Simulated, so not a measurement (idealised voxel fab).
Process module under the name voxel tone inversion
Square cells of 5 nm make up the cross-section cut, whose width is 225 nm.
When this document writes out a cross-section, it uses a grid of square cells and lists it as bands, beginning at the top and moving down, with a band standing for one or more rows of cells. For a band, the entry starts with two heights in nm, that of the top and then that of the bottom, and carries on with the band's materials in order from left to right, each alongside its width in nm; the word "all across" beside a single material means it fills the band edge to edge, and "air" means empty space. Heights are measured from 0, the level below which the as-received wafer is all one material; the lowest band has no bottom and continues downward, written as in "0 and below". The two numbers in a width such as "30->40" mark its ends across the band: the first belongs to the top row of cells, the second to the bottom row, and from each row to the next the width moves by the same amount. Reading "no modification" for a step: not a cell of the cross-section changed in it. Under "Closed void listing" you'll find the enclosed gaps, the ones with no way out to the top, that are 8 cells or bigger; each reads width x height at distance, with distance counted from the left edge, everything in nm. That trailing text on a step's line, after the settings, is the simulator's own remark on the step. overlay nm: step with mask; distance mask lay right of planned place; negative value = left of planned place.

Listed below are the process steps as planned:
1: RECEIVE, material Si
2: CONFORMAL_DEP, material SiCN, thk nm 5
3: DIRECTIONAL_DEP, material polySi, thk nm 15
4: PATTERN, tone cover, mask id POSTS, material resist, width nm 25, pitch nm 50, thk nm 20, overlay nm 0
5: DIRECTIONAL_ETCH, etch materials polySi, depth nm 5
6: STRIP, etch materials resist
7: FILL_DEP, material lowk, thk nm 10
8: CMP, height nm 20
9: STRIP, etch materials polySi
Variable across wafers: step 5 depth nm (plan value is that of the first wafer; starting state common to all).

This is how the first of several wafers looked in cross-section when it arrived, which is after step 1:
> 0 and below  Si all across
> Closed void listing: none

So in this table every wafer gets its own row, and what you see is where it stands at the end of the module: for each material, how many cells it picked up (+) or gave up (-) since we received it, and after that its closed voids:
depth nm 5 | +45 SiCN | Closed void listing: none
depth nm 10 | +45 SiCN | Closed void listing: none
depth nm 15 | +45 SiCN | +75 lowk | Closed void listing: none
depth nm 20 | +45 SiCN | +75 lowk | Closed void listing: none
depth nm 25 | +45 SiCN | +75 lowk | Closed void listing: none
depth nm 30 | +45 SiCN | +75 lowk | Closed void listing: none
